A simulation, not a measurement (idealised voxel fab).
The process module presented herein is designated voxel released beams.
190 nm wide, 5 nm square cells: that's cross-section cut.
The cross-sections in this document take the form of a grid made of square cells. They are written out as bands, in order from top to bottom. Each band consists of one or more rows of cells. Top height, bottom height, nm. Materials left to right, width each, nm. Single material + "edge to edge" = fills band edge to edge. "empty" = empty. We count height from 0. Below that, the starting wafer is all one material. The lowest band never ends at the bottom but goes on down; see "top 0, no bottom" for how that is written. Width "30->40": first value at the band's top row of cells, second value at its bottom row, equal change from row to row. Basically "remains unaltered" means that step didn't change any cell in the cross-section. This entry, "Completely enclosed voids", enumerates those empty regions of no fewer than 8 cells that possess no open connection to the top. Each region is reported in the form width x height at distance, the distance being taken from the left edge, with all three quantities expressed in nm. Formally, on a step line, whatever follows the settings is a remark that the simulator itself makes on the step. On any step carrying a mask, the "overlay nm" setting, if present on the step's line, tells how far right of its planned place the mask lay; negative values point to the left.
plan:
1) RECEIVE [material Si]
2) CONFORMAL_DEP [material Al2O3] [thk nm 5]
3) DIRECTIONAL_DEP [material SiO2] [thk nm 20]
4) MASKED_ETCH [tone open] [mask id ANCHOR] [width nm 35] [etch materials SiO2] [depth nm 20] [overlay nm 0]
5) CONFORMAL_DEP [material W] [thk nm 15]
6) MASKED_ETCH [tone cover] [mask id BEAM] [width nm 90] [etch materials W] [depth nm 15] [overlay nm 0]
7) STRIP [etch materials SiO2]
Cross-section of the wafer as it came to us, i.e., already through step 1:
  top 0, no bottom | Si edge to edge
  Completely enclosed voids: none
Wafer cross-section at end of module: start and plan as shown above, one execution error:
  top 40, bottom 25 | empty=35  W=30  empty=5  W=55  empty=65
  top 25, bottom 20 | empty=50  W=15  empty=5  W=15  empty=105
  top 20, bottom 5 | empty=50  W=35  empty=105
  top 5, bottom 0 | Al2O3 edge to edge
  top 0, no bottom | Si edge to edge
  Completely enclosed voids: none
So what did we get wrong on this run? step 6 was run on a setting that differed from the plan, and what really ran there is MASKED_ETCH [tone cover] [mask id BEAM] [width nm 90] [etch materials W] [depth nm 15] [overlay nm -10]
